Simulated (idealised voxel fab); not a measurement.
This is a process module. Its name is voxel wiring stack.
Cross-section cut: width 300 nm, square cells of 5 nm.
Cross-section format: a grid of square cells, given as bands from top to bottom; each band is one or more rows of cells. Top, bottom (nm), then materials left to right with widths (nm); lone material tagged "full width" fills the whole band edge to edge; "empty" = empty space. Heights from 0 (as-received wafer is one material below). Bottom band endless downward, as "z 0 and below". A width such as "30..40" changes by the same amount from each row of cells to the next, from the band's top row to its bottom row. Where the words "nothing changed" appear for a step, the cross-section shows no cell changed by that step; every cell remained as before. Basically, "Enclosed empty spaces" tells you about the enclosed voids: empty spaces with no open way to the top, 8 cells or bigger, each written width x height at distance, where distance is from the left edge, all in nm. The remark found on a step's line after its settings is issued by the simulator itself and pertains to that step. Each step line may optionally specify "overlay nm", which for a step with a mask gives the rightward distance between the mask's planned place and where it lay, a negative value indicating the leftward direction.

Steps in the process plan
| 1 | op RECEIVE | material Si |
| 2 | op CONFORMAL_DEP | material SiO2 | thk nm 15 |
| 3 | op DIRECTIONAL_DEP | material TiN | thk nm 5 |
| 4 | op DIRECTIONAL_DEP | material W | thk nm 15 |
| 5 | op PATTERN | tone cover | mask id METAL_1 | material resist | width nm 25 | pitch nm 55 | thk nm 20 | overlay nm 0 |
| 6 | op DIRECTIONAL_ETCH | etch materials W | depth nm 15 |
| 7 | op DIRECTIONAL_ETCH | etch materials TiN | depth nm 5 |
| 8 | op STRIP | etch materials resist |
| 9 | op CONFORMAL_DEP | material SiCN | thk nm 5 |
| 10 | op FILL_DEP | material lowk | thk nm 10 |
| 11 | op CMP | height nm 35 |
| 12 | op CONFORMAL_DEP | material SiCN | thk nm 5 |
| 13 | op DIRECTIONAL_DEP | material lowk | thk nm 10 |
| 14 | op DIRECTIONAL_DEP | material aC | thk nm 10 |
| 15 | op PATTERN | tone open | mask id PLUG_1 | material resist | width nm 15 | thk nm 25 | overlay nm 0 |
| 16 | op DIRECTIONAL_ETCH | etch materials aC | depth nm 10 |
| 17 | op STRIP | etch materials resist |
| 18 | op DIRECTIONAL_ETCH | etch materials lowk | depth nm 10 |
| 19 | op DIRECTIONAL_ETCH | etch materials SiCN | depth nm 5 |
| 20 | op STRIP | etch materials aC |
| 21 | op CONFORMAL_DEP | material TiN | thk nm 5 |
| 22 | op FILL_DEP | material Cu | thk nm 5 |
| 23 | op CMP | height nm 50 |
| 24 | op CONFORMAL_DEP | material SiCN | thk nm 5 |
| 25 | op DIRECTIONAL_DEP | material lowk | thk nm 15 |
| 26 | op MASKED_ETCH | tone open | mask id METAL_2 | width nm 25 | pitch nm 55 | etch materials lowk | depth nm 15 | overlay nm 0 |
| 27 | op MASKED_ETCH | tone open | mask id METAL_2 | width nm 25 | pitch nm 55 | etch materials SiCN | depth nm 5 | overlay nm 0 |
| 28 | op CONFORMAL_DEP | material TiN | thk nm 5 |
| 29 | op FILL_DEP | material Cu | thk nm 5 |
| 30 | op CMP | height nm 70 |
| 31 | op CONFORMAL_DEP | material SiCN | thk nm 5 |
| 32 | op DIRECTIONAL_DEP | material lowk | thk nm 15 |
| 33 | op PATTERN | tone open | mask id PLUG_2 | material resist | width nm 15 | thk nm 15 | overlay nm 0 |
| 34 | op DIRECTIONAL_ETCH | etch materials lowk | depth nm 15 |
| 35 | op DIRECTIONAL_ETCH | etch materials SiCN | depth nm 5 |
| 36 | op STRIP | etch materials resist |
| 37 | op CONFORMAL_DEP | material TiN | thk nm 5 |
| 38 | op FILL_DEP | material Cu | thk nm 5 |
| 39 | op CMP | height nm 90 |
| 40 | op DIRECTIONAL_DEP | material TiN | thk nm 5 |
| 41 | op DIRECTIONAL_DEP | material Ru | thk nm 20 |
| 42 | op MASKED_ETCH | tone cover | mask id METAL_3 | width nm 25 | pitch nm 55 | etch materials Ru | depth nm 20 | overlay nm 0 |
| 43 | op MASKED_ETCH | tone cover | mask id METAL_3 | width nm 25 | pitch nm 55 | etch materials TiN | depth nm 5 | overlay nm 0 |
| 44 | op CONFORMAL_DEP | material SiCN | thk nm 5 |
| 45 | op FILL_DEP | material SiO2 | thk nm 5 |
| 46 | op CMP | height nm 115 |
| 47 | op CONFORMAL_DEP | material SiCN | thk nm 5 |
| 48 | op DIRECTIONAL_DEP | material lowk | thk nm 30 |
| 49 | op PATTERN | tone open | mask id METAL_4_HOLES | material resist | width nm 15 | pitch nm 55 | thk nm 20 | overlay nm 0 |
| 50 | op DIRECTIONAL_ETCH | etch materials lowk | depth nm 30 |
| 51 | op STRIP | etch materials resist |
| 52 | op PATTERN | tone open | mask id METAL_4 | material resist | width nm 25 | pitch nm 55 | thk nm 15 | overlay nm 0 |
| 53 | op DIRECTIONAL_ETCH | etch materials lowk | depth nm 15 |
| 54 | op DIRECTIONAL_ETCH | etch materials SiCN | depth nm 5 |
| 55 | op STRIP | etch materials resist |
| 56 | op CONFORMAL_DEP | material TiN | thk nm 5 |
| 57 | op FILL_DEP | material Cu | thk nm 10 |
| 58 | op CMP | height nm 150 |
| 59 | op CONFORMAL_DEP | material SiN | thk nm 5 |

Step 1 complete: cross-section of the wafer as received
z 0 and below  Si full width
Enclosed empty spaces: none

Run as planned - first of the two wafers cross-sectioned at the end of the module
z 155 to 150  SiN full width
z 150 to 140  lowk 110, TiN 5, Cu 15, TiN 5, lowk 30, TiN 5, Cu 15, TiN 5, lowk 110
z 140 to 135  lowk 110, TiN 5, Cu 5, TiN 15, lowk 30, TiN 5, Cu 5, TiN 15, lowk 110
z 135 to 120  lowk 110, TiN 5, Cu 5, TiN 5, lowk 40, TiN 5, Cu 5, TiN 5, lowk 120
z 120 to 115  SiCN 110, TiN 15, SiCN 40, TiN 15, SiCN 120
z 115 to 95  SiO2 105, SiCN 5, Ru 25, SiCN 5, SiO2 20, SiCN 5, Ru 25, SiCN 5, SiO2 105
z 95 to 90  SiCN 110, TiN 25, SiCN 30, TiN 25, SiCN 110
z 90 to 75  lowk 110, TiN 5, Cu 5, TiN 5, lowk 175
z 75 to 70  SiCN 110, TiN 15, SiCN 175
z 70 to 55  lowk 110, TiN 5, Cu 15, TiN 5, lowk 30, TiN 5, Cu 15, TiN 5, lowk 110
z 55 to 50  SiCN 110, TiN 25, SiCN 30, TiN 25, SiCN 110
z 50 to 40  lowk 110, TiN 5, Cu 5, TiN 5, lowk 175
z 40 to 35  SiCN 110, TiN 15, SiCN 175
z 35 to 20  lowk 105, SiCN 5, W 25, SiCN 5, lowk 20, SiCN 5, W 25, SiCN 5, lowk 105
z 20 to 15  SiCN 110, TiN 25, SiCN 30, TiN 25, SiCN 110
z 15 to 0  SiO2 full width
z 0 and below  Si full width
Enclosed empty spaces: none

Cross-sectional view: second of two wafers, end of module; start and plan identical to the first, one mistake in running
z 155 to 150  SiN full width
z 150 to 140  lowk 110, TiN 5, Cu 15, TiN 5, lowk 30, TiN 5, Cu 15, TiN 5, lowk 110
z 140 to 135  lowk 110, TiN 5, Cu 5, TiN 15, lowk 30, TiN 5, Cu 5, TiN 15, lowk 110
z 135 to 120  lowk 110, TiN 5, Cu 5, TiN 5, lowk 40, TiN 5, Cu 5, TiN 5, lowk 120
z 120 to 115  SiCN 110, TiN 15, SiCN 40, TiN 15, SiCN 120
z 115 to 95  SiO2 105, SiCN 5, Ru 25, SiCN 5, SiO2 20, SiCN 5, Ru 25, SiCN 5, SiO2 105
z 95 to 90  SiCN 110, TiN 25, SiCN 30, TiN 25, SiCN 110
z 90 to 75  lowk 110, TiN 5, Cu 5, TiN 5, lowk 175
z 75 to 70  SiCN 110, TiN 15, SiCN 175
z 70 to 55  lowk 110, TiN 5, Cu 15, TiN 5, lowk 30, TiN 5, Cu 15, TiN 5, lowk 110
z 55 to 50  SiCN 110, TiN 25, SiCN 30, TiN 25, SiCN 110
z 50 to 40  lowk 110, TiN 5, Cu 5, TiN 5, lowk 175
z 40 to 35  SiCN 110, TiN 15, SiCN 175
z 35 to 30  lowk 105, SiCN 35, lowk 20, SiCN 35, lowk 105
z 30 to 20  lowk 105, SiCN 5, W 25, SiCN 5, lowk 20, SiCN 5, W 25, SiCN 5, lowk 105
z 20 to 15  SiCN 110, W 25, SiCN 30, W 25, SiCN 110
z 15 to 0  SiO2 full width
z 0 and below  Si full width
Enclosed empty spaces: none
Deviation noted in wafer processing: execution of step 3 of the plan did not take place, the step having been omitted
It is noted that, at the conclusion of processing, the second wafer exhibits a higher or lower cell count for certain materials relative to the first: SiCN +10 | TiN -10
